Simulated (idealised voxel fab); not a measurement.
You're looking at the process module voxel spacer lines.
Square cells of 5 nm make up the cross-section cut, whose width is 220 nm.
We lay out every cross-section as a grid of square cells and spell it out in bands from the top down, where one band means one or more rows of cells.
For a band, the entry starts with two heights in nm, that of the top and then that of the bottom, and carries on with the band's materials in order from left to right, each alongside its width in nm; the word "full width" beside a single material means it fills the band edge to edge, and "empty" means empty space.
Ref level 0: as-received wafer is one material below here. Bottom band extends down with no lower bound ("0 -> down").
With a width like "30..40", each row of cells in the band differs from the next by the same amount, the top row carrying the first number and the bottom row the second.
When a step is marked "remained the same", none of the cells in the cross-section changed during that step.
Under "Encapsulated voids" you'll find the enclosed gaps, the ones with no way out to the top, that are 8 cells or bigger; each reads width x height at distance, with distance counted from the left edge, everything in nm.
On a step's line, text after the settings is the simulator commenting on that step.
The setting "overlay nm" may be written on the line of a step. When the step uses a mask, the value reports how far to the right of the planned place the mask lay, and a negative value reports that it lay to the left.
THE STEPS PLANNED FOR THE PROCESS ARE AS FOLLOWS
1 RECEIVE with material Si
2 CONFORMAL_DEP with material Al2O3, thk nm 5
3 DIRECTIONAL_DEP with material TiN, thk nm 20
4 DIRECTIONAL_DEP with material aC, thk nm 30
5 PATTERN with tone cover, mask id MANDREL, material resist, width nm 20, pitch nm 70, thk nm 40, overlay nm 0
6 DIRECTIONAL_ETCH with etch materials aC, depth nm 30
7 STRIP with etch materials resist
8 CONFORMAL_DEP with material SiN, thk nm 15
9 DIRECTIONAL_ETCH with etch materials SiN, depth nm 15
10 STRIP with etch materials aC
11 DIRECTIONAL_ETCH with etch materials TiN, depth nm 20
12 STRIP with etch materials SiN
AS-RECEIVED STATE OF THE WAFER IN CROSS-SECTION, EQUIVALENT TO POST-STEP 1
	0 -> down  Si full width
	Encapsulated voids: none
CROSS-SECTIONAL VIEW OF THE FIRST OF THE TWO WAFERS UPON COMPLETION OF THE MODULE, PROCESSED IN ACCORDANCE WITH THE PLAN
	25 -> 5  15 nm empty / 15 nm TiN / 20 nm empty / 15 nm TiN / 20 nm empty / 15 nm TiN / 20 nm empty / 15 nm TiN / 20 nm empty / 15 nm TiN / 20 nm empty / 15 nm TiN / 15 nm empty
	5 -> 0  Al2O3 full width
	0 -> down  Si full width
	Encapsulated voids: none
WAFER TWO CROSS-SECTION, MODULE END. START AND PLAN UNCHANGED FROM WAFER ONE; ONE MISTAKE MADE DURING THE RUN
	25 -> 5  20 nm empty / 15 nm TiN / 15 nm empty / 15 nm TiN / 25 nm empty / 15 nm TiN / 15 nm empty / 15 nm TiN / 25 nm empty / 15 nm TiN / 15 nm empty / 15 nm TiN / 15 nm empty
	5 -> 0  Al2O3 full width
	0 -> down  Si full width
	Encapsulated voids: none
What was done differently from what was planned? step 5 went in with a setting other than planned; the actual run was PATTERN with tone cover, mask id MANDREL, material resist, width nm 15, pitch nm 70, thk nm 40, overlay nm 0
at the end the second wafer has, in cells: as many of each material as the first, in other places
